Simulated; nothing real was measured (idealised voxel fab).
process module | voxel gate over fins
Shown is cross-section cut, with a width of 170 nm and square cells of size 5 nm.
For the purposes of this document, a cross-section shall be understood as a grid of square cells, specified as bands listed in top-to-bottom order, each band consisting of one or more rows of cells. What a band's entry tells you: where the top is and where the bottom is, as heights in nm, and after that what lies inside, material by material from left to right, each with its width in nm. Empty space is written as the word "blank", and a single material marked with the word "full width" occupies the band from edge to edge. Heights are expressed relative to 0, this being the level below which the as-received wafer comprises one material exclusively. The lowest band is unbounded in the downward direction and is denoted as in "0 nm and below". A width given as "30..40" starts at the first number in the band's top row and ends at the second number in its bottom row, shifting by an equal amount at every step from row to row. When a step is marked "nothing different", none of the cells in the cross-section changed during that step. Closed-off voids of 8+ cells (no open route to the top) go in "Cavities, sealed", written width x height at distance from the left edge, in nm. Anything after a step's settings on that line? It's the simulator's own note about the step. "overlay nm", when on a step's line for a step with a mask, measures how far to the right of its planned place the mask lay; a negative measure means to the left.
SET OUT BELOW ARE THE PLANNED STEPS OF THE PROCESS
1,RECEIVE with material Si
2,CONFORMAL_DEP with material SiN, thk nm 10
3,DIRECTIONAL_DEP with material aC, thk nm 10
4,PATTERN with tone cover, mask id FINS, material resist, width nm 15, pitch nm 60, thk nm 30, overlay nm 0
5,DIRECTIONAL_ETCH with etch materials aC, depth nm 10
6,STRIP with etch materials resist
7,DIRECTIONAL_ETCH with etch materials SiN, depth nm 10
8,DIRECTIONAL_ETCH with etch materials Si, depth nm 25
9,STRIP with etch materials aC
10,OXIDIZE with depth nm 5
11,FILL_DEP with material SiO2, thk nm 5
12,CMP with height nm 10
13,DIRECTIONAL_DEP with material aC, thk nm 15
14,PATTERN with tone open, mask id RAIL, material resist, width nm 15, thk nm 30, overlay nm 0
15,DIRECTIONAL_ETCH with etch materials aC, depth nm 15
16,STRIP with etch materials resist
17,DIRECTIONAL_ETCH with etch materials SiO2, depth nm 40
18,STRIP with etch materials aC
19,CONFORMAL_DEP with material TiN, thk nm 5
20,FILL_DEP with material Ru, thk nm 10
21,CMP with height nm 10
22,SELECTIVE_ETCH with etch materials W Ru TiN, depth nm 30
23,FILL_DEP with material SiO2, thk nm 5
24,CMP with height nm 10
25,SELECTIVE_ETCH with etch materials SiO2, depth nm 25
26,STRIP with etch materials SiN
27,CONFORMAL_DEP with material HfO2, thk nm 5
28,CONFORMAL_DEP with material TiN, thk nm 5
29,CONFORMAL_DEP with material TiAl, thk nm 5
30,CONFORMAL_DEP with material TiN, thk nm 5
31,FILL_DEP with material W, thk nm 15
32,CMP with height nm 30
33,CONFORMAL_DEP with material SiCN, thk nm 5
Where the wafers of this document differ is in the depth nm of step 8; they start out the same, and the plan states the value that applied to the first wafer.
CROSS-SECTION: THE FIRST OF SEVERAL WAFERS IN ITS AS-RECEIVED STATE, I.E. FOLLOWING STEP 1
- 0 nm and below = Si full width
- Cavities, sealed: none
FIRST OF SEVERAL WAFERS: CROSS-SECTION AT THE END OF THE MODULE, AFTER STEP 33, ITS LAST STEP
- 35 nm to 30 nm = SiCN full width
- 30 nm to 20 nm = W full width
- 20 nm to 15 nm = 30 nm W  45 nm TiN  15 nm W  45 nm TiN  35 nm W
- 15 nm to 10 nm = 30 nm W  5 nm TiN  35 nm TiAl  5 nm TiN  15 nm W  5 nm TiN  35 nm TiAl  5 nm TiN  35 nm W
- 10 nm to 5 nm = 30 nm W  5 nm TiN  5 nm TiAl  25 nm TiN  5 nm TiAl  5 nm TiN  15 nm W  5 nm TiN  5 nm TiAl  25 nm TiN  5 nm TiAl  5 nm TiN  35 nm W
- 5 nm to 0 nm = 35 nm TiN  5 nm TiAl  5 nm TiN  15 nm HfO2  5 nm TiN  5 nm TiAl  25 nm TiN  5 nm TiAl  5 nm TiN  15 nm HfO2  5 nm TiN  5 nm TiAl  40 nm TiN
- 0 nm to -5 nm = 40 nm TiAl  5 nm TiN  5 nm HfO2  5 nm Si  5 nm HfO2  5 nm TiN  35 nm TiAl  5 nm TiN  5 nm HfO2  5 nm Si  5 nm HfO2  5 nm TiN  45 nm TiAl
- -5 nm to -10 nm = 45 nm TiN  5 nm HfO2  5 nm Si  5 nm HfO2  45 nm TiN  5 nm HfO2  5 nm Si  5 nm HfO2  50 nm TiN
- -10 nm to -15 nm = 50 nm HfO2  5 nm Si  55 nm HfO2  5 nm Si  55 nm HfO2
- -15 nm to -20 nm = 50 nm SiO2  5 nm Si  55 nm SiO2  5 nm Si  55 nm SiO2
- -20 nm to -25 nm = 50 nm SiO2  5 nm Si  20 nm SiO2  5 nm TiN  5 nm Ru  5 nm TiN  20 nm SiO2  5 nm Si  55 nm SiO2
- -25 nm to -30 nm = 50 nm SiO2  5 nm Si  20 nm SiO2  15 nm TiN  20 nm SiO2  5 nm Si  55 nm SiO2
- -30 nm and below = Si full width
- Cavities, sealed: none
END OF MODULE, LAST WAFER SECTIONED
- 35 nm to 30 nm = SiCN full width
- 30 nm to 20 nm = W full width
- 20 nm to 15 nm = 30 nm W  45 nm TiN  15 nm W  45 nm TiN  35 nm W
- 15 nm to 10 nm = 30 nm W  5 nm TiN  35 nm TiAl  5 nm TiN  15 nm W  5 nm TiN  35 nm TiAl  5 nm TiN  35 nm W
- 10 nm to 5 nm = 30 nm W  5 nm TiN  5 nm TiAl  25 nm TiN  5 nm TiAl  5 nm TiN  15 nm W  5 nm TiN  5 nm TiAl  25 nm TiN  5 nm TiAl  5 nm TiN  35 nm W
- 5 nm to 0 nm = 35 nm TiN  5 nm TiAl  5 nm TiN  15 nm HfO2  5 nm TiN  5 nm TiAl  25 nm TiN  5 nm TiAl  5 nm TiN  15 nm HfO2  5 nm TiN  5 nm TiAl  40 nm TiN
- 0 nm to -5 nm = 40 nm TiAl  5 nm TiN  5 nm HfO2  5 nm Si  5 nm HfO2  5 nm TiN  35 nm TiAl  5 nm TiN  5 nm HfO2  5 nm Si  5 nm HfO2  5 nm TiN  45 nm TiAl
- -5 nm to -10 nm = 45 nm TiN  5 nm HfO2  5 nm Si  5 nm HfO2  45 nm TiN  5 nm HfO2  5 nm Si  5 nm HfO2  50 nm TiN
- -10 nm to -15 nm = 50 nm HfO2  5 nm Si  55 nm HfO2  5 nm Si  55 nm HfO2
- -15 nm to -20 nm = 50 nm SiO2  5 nm Si  55 nm SiO2  5 nm Si  55 nm SiO2
- -20 nm to -25 nm = 50 nm SiO2  5 nm Si  20 nm SiO2  5 nm TiN  5 nm Ru  5 nm TiN  20 nm SiO2  5 nm Si  55 nm SiO2
- -25 nm to -30 nm = 50 nm SiO2  5 nm Si  20 nm SiO2  15 nm TiN  20 nm SiO2  5 nm Si  55 nm SiO2
- -30 nm to -55 nm = 50 nm SiO2  5 nm Si  55 nm SiO2  5 nm Si  55 nm SiO2
- -55 nm and below = Si full width
- Cavities, sealed: none
EVERY ROW IN THIS TABLE IS A WAFER AT THE END OF THE MODULE, AND IT GIVES, FOR EACH OF THE MATERIALS, THE CELLS THAT WAFER HAS GAINED (+) OR LOST (-) SINCE IT WAS RECEIVED, THEN ITS CLOSED VOIDS
depth nm 25, +46 HfO2, +1 Ru, -192 Si, +34 SiCN, +90 SiO2, +46 TiAl, +97 TiN, +116 W, Cavities, sealed: none
depth nm 30, +46 HfO2, +1 Ru, -224 Si, +34 SiCN, +122 SiO2, +46 TiAl, +97 TiN, +116 W, Cavities, sealed: none
depth nm 35, +46 HfO2, +1 Ru, -256 Si, +34 SiCN, +154 SiO2, +46 TiAl, +97 TiN, +116 W, Cavities, sealed: none
depth nm 40, +46 HfO2, +1 Ru, -288 Si, +34 SiCN, +186 SiO2, +46 TiAl, +97 TiN, +116 W, Cavities, sealed: none
depth nm 45, +46 HfO2, +1 Ru, -320 Si, +34 SiCN, +218 SiO2, +46 TiAl, +97 TiN, +116 W, Cavities, sealed: none
depth nm 50, +46 HfO2, +1 Ru, -352 Si, +34 SiCN, +250 SiO2, +46 TiAl, +97 TiN, +116 W, Cavities, sealed: none
